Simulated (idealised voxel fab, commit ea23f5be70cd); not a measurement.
Documented hereafter: the process module known as voxel ribs on slabs.
This is section cut - it's 170 nm across, gridded in 5 nm square cells.
A cross-section is written here as square cells arranged in a grid, and it is given in bands from the top down, each band taking up one or more rows of cells.
The entry gives the band's vertical extent as a top height and a bottom height in nm, then its horizontal make-up as materials from left to right, each with a width in nm. "blank" stands for empty space; a single material marked "edge to edge" fills the band edge to edge.
For the purposes of this specification, 0 denotes the height below which the wafer in its as-received condition is composed wholly of one material, and the lowermost band, lacking a lower limit, extends downward without end, as expressed in "0 nm and below".
Graded width ("30->40"): value in top row of band = first number; value in bottom row = second number; row-to-row change constant.
It should be understood that the words "nothing altered", when stated for a given step, signify that the cross-section underwent no change in any of its cells during that step.
In "Enclosed void entries" the enclosed voids are listed, meaning empty spaces of 8 cells or larger without any opening to the top. The form is width x height at distance, distance from the left edge, units nm.
On a step's line, text after the settings is the simulator commenting on that step.
overlay nm: step with mask; distance mask lay right of planned place; negative value = left of planned place.
# Process steps foreseen in the plan
1. RECEIVE (material Si)
2. DIRECTIONAL_DEP (material SiO2; thk nm 20)
3. DIRECTIONAL_DEP (material polySi; thk nm 15)
4. MASKED_ETCH (tone cover; mask id RIB; width nm 30; etch materials polySi; depth nm 10; overlay nm 0)
5. DIRECTIONAL_DEP (material aC; thk nm 15)
6. PATTERN (tone cover; mask id SLAB; material resist; width nm 70; thk nm 35; overlay nm 0)
7. DIRECTIONAL_ETCH (etch materials aC; depth nm 15)
8. STRIP (etch materials resist)
9. DIRECTIONAL_ETCH (etch materials polySi; depth nm 5)
10. STRIP (etch materials aC)
11. FILL_DEP (material SiO2; thk nm 15)
12. CMP (height nm 45)
13. DIRECTIONAL_DEP (material W; thk nm 10)
14. DIRECTIONAL_DEP (material aC; thk nm 10)
15. PATTERN (tone cover; mask id HEATER; material resist; width nm 40; thk nm 25; overlay nm 0)
16. DIRECTIONAL_ETCH (etch materials aC; depth nm 10)
17. STRIP (etch materials resist)
18. DIRECTIONAL_ETCH (etch materials W; depth nm 10)
19. STRIP (etch materials aC)
20. CONFORMAL_DEP (material SiN; thk nm 10)
# Wafer at receipt (post step 1), cross-section
	0 nm and below  Si edge to edge
	Enclosed void entries: none
# Wafer cross-section at end of module: start and plan as shown above, one execution error
	65 nm to 55 nm  blank 65; SiN 60; blank 45
	55 nm to 45 nm  SiN 75; W 40; SiN 55
	45 nm to 35 nm  SiO2 edge to edge
	35 nm to 25 nm  SiO2 70; polySi 30; SiO2 70
	25 nm to 20 nm  SiO2 50; polySi 70; SiO2 50
	20 nm to 0 nm  SiO2 edge to edge
	0 nm and below  Si edge to edge
	Enclosed void entries: none
Here's what went sideways: so step 15 ended up running with a different setting than we planned, it ran as PATTERN (tone cover; mask id HEATER; material resist; width nm 40; thk nm 25; overlay nm 10)
